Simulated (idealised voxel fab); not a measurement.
process module | voxel self aligned contacts
cross-section cut | 155 nm wide | cells 5 nm
A cross-section is a grid of square cells, given in bands from the top down. A band is one or more rows of cells.
Each band's line starts with the height of the band's top and of its bottom, in nm. Then come its materials from left to right, each with its width in nm. One material with "throughout" fills the band from edge to edge. "air" is empty space.
Height 0 is the level under which the wafer as received is all one material. The lowest band goes on downwards, as in "0 down".
A width such as "30 to 40" changes by the same amount from each row of cells to the next, from the band's top row to its bottom row.
"no change" after a step means that no cell of the cross-section changed.
closed voids: empty space of 8 cells or more with no open way to the top, each as width x height at its distance from the left edge, in nm
after a step's settings: what the simulator itself notes on the step
overlay nm, on a step with a mask: how far to the right of its planned place the mask lay; to the left if negative
plan
1 op RECEIVE | material Si
2 op CONFORMAL_DEP | material SiO2 | thk nm 5
3 op DIRECTIONAL_DEP | material polySi | thk nm 20
4 op DIRECTIONAL_DEP | material SiN | thk nm 15
5 op PATTERN | tone cover | mask id GATE | material resist | width nm 30 | pitch nm 55 | thk nm 20 | overlay nm 0
6 op DIRECTIONAL_ETCH | etch materials SiN | depth nm 15
7 op DIRECTIONAL_ETCH | etch materials polySi | depth nm 20
8 op STRIP | etch materials resist
9 op CONFORMAL_DEP | material SiN | thk nm 5
10 op DIRECTIONAL_ETCH | etch materials SiN | depth nm 5
11 op FILL_DEP | material SiO2 | thk nm 10
12 op CMP | height nm 45
13 op DIRECTIONAL_DEP | material aC | thk nm 10
14 op PATTERN | tone open | mask id CONTACT | material resist | width nm 35 | thk nm 30 | overlay nm 0
15 op DIRECTIONAL_ETCH | etch materials aC | depth nm 10
16 op STRIP | etch materials resist
17 op DIRECTIONAL_ETCH | etch materials SiO2 | depth nm 45
18 op STRIP | etch materials aC
19 op CONFORMAL_DEP | material TiN | thk nm 5
20 op FILL_DEP | material W | thk nm 10
21 op CMP | height nm 45
22 op CONFORMAL_DEP | material SiCN | thk nm 5
first wafer, as planned
as received, after step 1
  0 down: Si throughout
  closed voids: none
after step 2
  5 to 0: SiO2 throughout
  below 0: unchanged
after step 3
  25 to 5: polySi throughout
  below 5: unchanged
after step 4
  40 to 25: SiN throughout
  below 25: unchanged
after step 5
  60 to 40: air 35 | resist 30 | air 25 | resist 30 | air 35
  below 40: unchanged
after step 6
  60 to 40: air 35 | resist 30 | air 25 | resist 30 | air 35
  40 to 25: air 35 | SiN 30 | air 25 | SiN 30 | air 35
  below 25: unchanged
after step 7
  60 to 40: air 35 | resist 30 | air 25 | resist 30 | air 35
  40 to 25: air 35 | SiN 30 | air 25 | SiN 30 | air 35
  25 to 5: air 35 | polySi 30 | air 25 | polySi 30 | air 35
  below 5: unchanged
after step 8
  40 to 25: air 35 | SiN 30 | air 25 | SiN 30 | air 35
  below 25: unchanged
after step 9
  45 to 25: air 30 | SiN 40 | air 15 | SiN 40 | air 30
  25 to 10: air 30 | SiN 5 | polySi 30 | SiN 5 | air 15 | SiN 5 | polySi 30 | SiN 5 | air 30
  10 to 5: SiN 35 | polySi 30 | SiN 25 | polySi 30 | SiN 35
  below 5: unchanged
after step 10
  40 to 25: air 30 | SiN 40 | air 15 | SiN 40 | air 30
  25 to 5: air 30 | SiN 5 | polySi 30 | SiN 5 | air 15 | SiN 5 | polySi 30 | SiN 5 | air 30
  below 5: unchanged
after step 11
  50 to 40: SiO2 throughout
  40 to 25: SiO2 30 | SiN 40 | SiO2 15 | SiN 40 | SiO2 30
  25 to 5: SiO2 30 | SiN 5 | polySi 30 | SiN 5 | SiO2 15 | SiN 5 | polySi 30 | SiN 5 | SiO2 30
  below 5: unchanged
after step 12
  45 to 40: SiO2 throughout
  below 40: unchanged
after step 13
  55 to 45: aC throughout
  below 45: unchanged
after step 14
  85 to 55: resist 60 | air 35 | resist 60
  below 55: unchanged
after step 15
  75 to 55: resist 60 | air 35 | resist 60
  55 to 45: aC 60 | air 35 | aC 60
  below 45: unchanged
after step 16
  55 to 45: aC 60 | air 35 | aC 60
  below 45: unchanged
after step 17
  55 to 45: aC 60 | air 35 | aC 60
  45 to 40: SiO2 60 | air 35 | SiO2 60
  40 to 25: SiO2 30 | SiN 40 | air 15 | SiN 40 | SiO2 30
  25 to 5: SiO2 30 | SiN 5 | polySi 30 | SiN 5 | air 15 | SiN 5 | polySi 30 | SiN 5 | SiO2 30
  5 to 0: SiO2 70 | air 15 | SiO2 70
  below 0: unchanged
after step 18
  45 to 40: SiO2 60 | air 35 | SiO2 60
  below 40: unchanged
after step 19
  50 to 45: TiN 65 | air 25 | TiN 65
  45 to 40: SiO2 60 | TiN 15 | air 5 | TiN 15 | SiO2 60
  40 to 25: SiO2 30 | SiN 40 | TiN 5 | air 5 | TiN 5 | SiN 40 | SiO2 30
  25 to 5: SiO2 30 | SiN 5 | polySi 30 | SiN 5 | TiN 5 | air 5 | TiN 5 | SiN 5 | polySi 30 | SiN 5 | SiO2 30
  5 to 0: SiO2 70 | TiN 15 | SiO2 70
  below 0: unchanged
after step 20
  60 to 50: W throughout
  50 to 45: TiN 65 | W 25 | TiN 65
  45 to 40: SiO2 60 | TiN 15 | W 5 | TiN 15 | SiO2 60
  40 to 25: SiO2 30 | SiN 40 | TiN 5 | W 5 | TiN 5 | SiN 40 | SiO2 30
  25 to 5: SiO2 30 | SiN 5 | polySi 30 | SiN 5 | TiN 5 | W 5 | TiN 5 | SiN 5 | polySi 30 | SiN 5 | SiO2 30
  below 5: unchanged
after step 21
  45 to 40: SiO2 60 | TiN 15 | W 5 | TiN 15 | SiO2 60
  below 40: unchanged
after step 22
  50 to 45: SiCN throughout
  below 45: unchanged
second wafer: like start, like plan, one mistake. Through step 4 it matches the first wafer
when step 5 should have ended
  60 to 40: air 45 | resist 30 | air 25 | resist 30 | air 25
  below 40: unchanged
when step 6 should have ended
  60 to 40: air 45 | resist 30 | air 25 | resist 30 | air 25
  40 to 25: air 45 | SiN 30 | air 25 | SiN 30 | air 25
  below 25: unchanged
when step 7 should have ended
  60 to 40: air 45 | resist 30 | air 25 | resist 30 | air 25
  40 to 25: air 45 | SiN 30 | air 25 | SiN 30 | air 25
  25 to 5: air 45 | polySi 30 | air 25 | polySi 30 | air 25
  below 5: unchanged
when step 8 should have ended
  40 to 25: air 45 | SiN 30 | air 25 | SiN 30 | air 25
  below 25: unchanged
when step 9 should have ended
  45 to 25: air 40 | SiN 40 | air 15 | SiN 40 | air 20
  25 to 10: air 40 | SiN 5 | polySi 30 | SiN 5 | air 15 | SiN 5 | polySi 30 | SiN 5 | air 20
  10 to 5: SiN 45 | polySi 30 | SiN 25 | polySi 30 | SiN 25
  below 5: unchanged
when step 10 should have ended
  40 to 25: air 40 | SiN 40 | air 15 | SiN 40 | air 20
  25 to 5: air 40 | SiN 5 | polySi 30 | SiN 5 | air 15 | SiN 5 | polySi 30 | SiN 5 | air 20
  below 5: unchanged
when step 11 should have ended
  50 to 40: SiO2 throughout
  40 to 25: SiO2 40 | SiN 40 | SiO2 15 | SiN 40 | SiO2 20
  25 to 5: SiO2 40 | SiN 5 | polySi 30 | SiN 5 | SiO2 15 | SiN 5 | polySi 30 | SiN 5 | SiO2 20
  below 5: unchanged
when step 12 should have ended
  45 to 40: SiO2 throughout
  below 40: unchanged
when step 13 should have ended
  55 to 45: aC throughout
  below 45: unchanged
when step 14 should have ended
  85 to 55: resist 60 | air 35 | resist 60
  below 55: unchanged
when step 15 should have ended
  75 to 55: resist 60 | air 35 | resist 60
  55 to 45: aC 60 | air 35 | aC 60
  below 45: unchanged
when step 16 should have ended
  55 to 45: aC 60 | air 35 | aC 60
  below 45: unchanged
when step 17 should have ended
  55 to 45: aC 60 | air 35 | aC 60
  45 to 40: SiO2 60 | air 35 | SiO2 60
  40 to 25: SiO2 40 | SiN 40 | air 15 | SiN 40 | SiO2 20
  25 to 5: SiO2 40 | SiN 5 | polySi 30 | SiN 5 | air 15 | SiN 5 | polySi 30 | SiN 5 | SiO2 20
  5 to 0: SiO2 80 | air 15 | SiO2 60
  below 0: unchanged
when step 18 should have ended
  45 to 40: SiO2 60 | air 35 | SiO2 60
  below 40: unchanged
when step 19 should have ended
  50 to 45: TiN 65 | air 25 | TiN 65
  45 to 40: SiO2 60 | TiN 25 | air 5 | TiN 5 | SiO2 60
  40 to 25: SiO2 40 | SiN 40 | TiN 5 | air 5 | TiN 5 | SiN 40 | SiO2 20
  25 to 5: SiO2 40 | SiN 5 | polySi 30 | SiN 5 | TiN 5 | air 5 | TiN 5 | SiN 5 | polySi 30 | SiN 5 | SiO2 20
  5 to 0: SiO2 80 | TiN 15 | SiO2 60
  below 0: unchanged
when step 20 should have ended
  60 to 50: W throughout
  50 to 45: TiN 65 | W 25 | TiN 65
  45 to 40: SiO2 60 | TiN 25 | W 5 | TiN 5 | SiO2 60
  40 to 25: SiO2 40 | SiN 40 | TiN 5 | W 5 | TiN 5 | SiN 40 | SiO2 20
  25 to 5: SiO2 40 | SiN 5 | polySi 30 | SiN 5 | TiN 5 | W 5 | TiN 5 | SiN 5 | polySi 30 | SiN 5 | SiO2 20
  below 5: unchanged
when step 21 should have ended
  45 to 40: SiO2 60 | TiN 25 | W 5 | TiN 5 | SiO2 60
  below 40: unchanged
when step 22 should have ended
  50 to 45: SiCN throughout
  below 45: unchanged
what went wrong: step 5 ran as: op PATTERN | tone cover | mask id GATE | material resist | width nm 30 | pitch nm 55 | thk nm 20 | overlay nm 10
at the end the second wafer has, in cells: as many of each material as the first, in other places
